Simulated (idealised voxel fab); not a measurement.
A process module follows: voxel air gaps.
It is cross-section cut that appears here, measuring 235 nm in width, its square cells being 5 nm in size.
Cross-section spec: square-cell grid; bands listed top down; each band is one or more rows.
The band entry comprises the height of the band's top followed by the height of its bottom, expressed in nm, and subsequently the band's materials from left to right, each stated together with its width in nm. Where a single material is marked with the word "edge to edge", that material fills the band from edge to edge. The word "air" represents empty space.
Heights are reckoned from 0. Under this level, the received wafer is all of one material. The bottommost band is open-ended downward, for example "0 and below".
It should be noted that a width expressed as "30->40" varies in equal increments from row to row of cells within the band, taking the value of the first number at the top row and that of the second number at the bottom row.
"nothing was modified", as given for a step, is the statement that not any cell of the cross-section underwent a change during that step.
The label "Closed void inventory" introduces a list of the empty spaces, 8 cells or larger, that have no open way up to the top; each entry in it reads width x height at distance, where the distance is taken from the left edge and all three are stated in nm.
On each step's line, the part that comes after the settings is the simulator's own comment on the step.
The "overlay nm" setting may appear on a step's line; for a step that uses a mask, it gives how far to the right of its planned position the mask lay, and a negative value indicates the left.

**These are the steps we planned for the process**
| 1 | op RECEIVE | material Si |
| 2 | op CONFORMAL_DEP | material SiO2 | thk nm 10 |
| 3 | op CONFORMAL_DEP | material SiN | thk nm 5 |
| 4 | op DIRECTIONAL_DEP | material SiO2 | thk nm 30 |
| 5 | op DIRECTIONAL_DEP | material aC | thk nm 15 |
| 6 | op PATTERN | tone open | mask id LINES | material resist | width nm 25 | pitch nm 55 | thk nm 30 | overlay nm 0 |
| 7 | op DIRECTIONAL_ETCH | etch materials aC | depth nm 15 |
| 8 | op STRIP | etch materials resist |
| 9 | op DIRECTIONAL_ETCH | etch materials SiO2 | depth nm 40 |
| 10 | op STRIP | etch materials aC |
| 11 | op CONFORMAL_DEP | material TiN | thk nm 5 |
| 12 | op FILL_DEP | material Cu | thk nm 5 |
| 13 | op CMP | height nm 55 |
| 14 | op EPI | material Ru | thk nm 10 |
| 15 | op SELECTIVE_ETCH | etch materials SiO2 | depth nm 50 |
| 16 | op CONFORMAL_DEP | material SiCN | thk nm 5 |
It is noted that the wafers described herein are identical at the outset and are distinguished by the thk nm of step 4; the value stated in the plan corresponds to the first wafer.

**As-received state after step 1, first of several wafers, cross-section**
* 0 and below  Si edge to edge
* Closed void inventory: none

**Note: the following table is arranged by wafer, a row apiece. Each row reports the end-of-module state: per material, cells gained (+) or cells lost (-) compared with the wafer as received; closed voids follow**
thk nm 30, +119 Cu, +94 Ru, +47 SiCN, +47 SiN, +256 SiO2, +95 TiN, Closed void inventory: none
thk nm 35, +84 Cu, +94 Ru, +47 SiCN, +47 SiN, +283 SiO2, +103 TiN, Closed void inventory: none
thk nm 40, +84 Cu, +72 Ru, +159 SiCN, +47 SiN, +94 SiO2, +76 TiN, Closed void inventory: 20 x 30 at 50; 20 x 30 at 105; 20 x 30 at 160
